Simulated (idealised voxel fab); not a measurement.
The following process module bears the name voxel released beams.
We display cut, a cross-section 175 nm in width whose square cells are each 5 nm.
A cross-section is a grid of square cells, given in bands from the top down. A band is one or more rows of cells. In this notation a band is specified by the heights of its top and bottom, in that order and in nm, after which its materials appear from left to right, each paired with its width in nm. The word "throughout" attached to a single material means that material fills the band from edge to edge; the word "air" stands for empty space. Height datum 0, below which the as-received substrate wafer is one material. Lowest band open at the bottom, running downward: "0 nm and below". So if you see something like "30->40" for the width, read it as the top row of the band sitting at the first number and the bottom row at the second, with every row in between moving by the same amount as the last. "nothing changed", as given for a step, is the statement that not any cell of the cross-section underwent a change during that step. You'll see "Cavities, sealed" listing empty spaces that have no way open to the top, as long as they're 8 cells or more; the notation is width x height at distance, where the distance is from the left edge, and all of it is in nm. What comes after the settings on a step's line is commentary from the simulator itself on that step. Steps that use a mask can have "overlay nm" on their line. It says how far the mask sat to the right of where it was meant to be. Negative means to the left.

# So here's the lineup of process steps we planned
1. RECEIVE, material Si
2. CONFORMAL_DEP, material SiN, thk nm 10
3. DIRECTIONAL_DEP, material SiO2, thk nm 15
4. PATTERN, tone open, mask id ANCHOR, material resist, width nm 45, thk nm 20, overlay nm 0
5. DIRECTIONAL_ETCH, etch materials SiO2, depth nm 15
6. STRIP, etch materials resist
7. CONFORMAL_DEP, material W, thk nm 15
8. MASKED_ETCH, tone cover, mask id BEAM, width nm 110, etch materials W, depth nm 15, overlay nm 0
9. STRIP, etch materials SiO2

# As-received wafer cross-section (after step 1)
> 0 nm and below  Si throughout
> Cavities, sealed: none

# First of two wafers at the end of the module, shown in cross-section; run carried out as planned
> 40 nm to 25 nm  air 30; W 20; air 15; W 75; air 35
> 25 nm to 10 nm  air 35; W 45; air 95
> 10 nm to 0 nm  SiN throughout
> 0 nm and below  Si throughout
> Cavities, sealed: none

# Wafer two (of two), end-of-module cross-section: start = wafer one, plan = wafer one, one run mistake
> 40 nm to 25 nm  air 30; W 20; air 15; W 75; air 35
> 25 nm to 10 nm  air 35; W 45; air 95
> 10 nm to 0 nm  W throughout
> 0 nm and below  Si throughout
> Cavities, sealed: none
Short version of what went wrong: step 2 did not use the planned setting and instead ran as CONFORMAL_DEP, material W, thk nm 10
The second wafer ends with more or fewer cells of some materials than the first, per final count: SiN -70, W +70
